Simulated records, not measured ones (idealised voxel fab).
process module | voxel capacitor over wiring
cross-section cut | 270 nm wide | cells 5 nm
A cross-section is a grid of square cells, given in bands from the top down. A band is one or more rows of cells.
Each band's line starts with the height of the band's top and of its bottom, in nm. Then come its materials from left to right, each with its width in nm. One material with "throughout" fills the band from edge to edge. "air" is empty space.
Height 0 is the level under which the wafer as received is all one material. The lowest band goes on downwards, as in "0 down".
A width such as "30 to 40" changes by the same amount from each row of cells to the next, from the band's top row to its bottom row.
"no change" after a step means that no cell of the cross-section changed.
closed voids: empty space of 8 cells or more with no open way to the top, each as width x height at its distance from the left edge, in nm
after a step's settings: what the simulator itself notes on the step
overlay nm, on a step with a mask: how far to the right of its planned place the mask lay; to the left if negative
plan
1 op RECEIVE | material Si
2 op CONFORMAL_DEP | material SiO2 | thk nm 15
3 op CONFORMAL_DEP | material SiCN | thk nm 5
4 op DIRECTIONAL_DEP | material SiO2 | thk nm 20
5 op PATTERN | tone open | mask id METAL_1 | material resist | width nm 30 | pitch nm 80 | thk nm 20 | overlay nm 0
6 op DIRECTIONAL_ETCH | etch materials SiO2 | depth nm 20
7 op DIRECTIONAL_ETCH | etch materials SiCN | depth nm 5
8 op STRIP | etch materials resist
9 op CONFORMAL_DEP | material TiN | thk nm 5
10 op FILL_DEP | material Cu | thk nm 5
11 op CMP | height nm 40
12 op EPI | material Ru | thk nm 5
13 op FILL_DEP | material SiCN | thk nm 5
14 op DIRECTIONAL_DEP | material lowk | thk nm 20
15 op PATTERN | tone open | mask id PLUG_1 | material resist | width nm 15 | thk nm 15 | overlay nm 0
16 op DIRECTIONAL_ETCH | etch materials lowk | depth nm 20
17 op DIRECTIONAL_ETCH | etch materials SiCN | depth nm 5
18 op STRIP | etch materials resist
19 op EPI | material Ru | thk nm 10
20 op EPI | material Ru | thk nm 10
21 op EPI | material Ru | thk nm 5
22 op DIRECTIONAL_DEP | material TiN | thk nm 5
23 op DIRECTIONAL_DEP | material Al2O3 | thk nm 5
24 op DIRECTIONAL_DEP | material TiN | thk nm 10
25 op DIRECTIONAL_DEP | material aC | thk nm 15
26 op PATTERN | tone cover | mask id UPPER_PLATE | material resist | width nm 55 | thk nm 35 | overlay nm 0
27 op DIRECTIONAL_ETCH | etch materials aC | depth nm 15
28 op STRIP | etch materials resist
29 op DIRECTIONAL_ETCH | etch materials TiN | depth nm 10
30 op DIRECTIONAL_ETCH | etch materials Al2O3 | depth nm 5
31 op STRIP | etch materials aC
32 op MASKED_ETCH | tone cover | mask id LOWER_PLATE | width nm 65 | etch materials TiN | depth nm 5 | overlay nm 0
33 op FILL_DEP | material SiO2 | thk nm 20
34 op CMP | height nm 105
35 op PATTERN | tone open | mask id PLUG_2 | material resist | width nm 15 | thk nm 15 | overlay nm 0
36 op DIRECTIONAL_ETCH | etch materials SiO2 | depth nm 15
37 op STRIP | etch materials resist
38 op CONFORMAL_DEP | material TiN | thk nm 5
39 op FILL_DEP | material W | thk nm 10
40 op CMP | height nm 105
41 op CONFORMAL_DEP | material SiN | thk nm 5
as received, after step 1
  0 down: Si throughout
  closed voids: none
a wafer at the end: this start, this plan, one mistake
  110 to 105: SiN throughout
  105 to 95: SiO2 100 | TiN 5 | W 15 | TiN 5 | SiO2 145
  95 to 90: SiO2 100 | TiN 25 | SiO2 145
  90 to 80: SiO2 95 | TiN 55 | SiO2 120
  80 to 75: SiO2 95 | Al2O3 55 | SiO2 120
  75 to 70: SiO2 90 | TiN 65 | SiO2 115
  70 to 50: lowk 95 | Ru 15 | lowk 160
  50 to 45: SiCN 95 | Ru 15 | SiCN 160
  45 to 40: SiCN 75 | Ru 40 | SiCN 40 | Ru 40 | SiCN 75
  40 to 20: SiO2 80 | TiN 5 | Cu 20 | TiN 5 | SiO2 50 | TiN 5 | Cu 20 | TiN 5 | SiO2 80
  20 to 15: SiCN 80 | TiN 30 | SiCN 50 | TiN 30 | SiCN 80
  15 to 0: SiO2 throughout
  0 down: Si throughout
  closed voids: none
what went wrong: step 35 ran as: op PATTERN | tone open | mask id PLUG_2 | material resist | width nm 25 | thk nm 15 | overlay nm 0
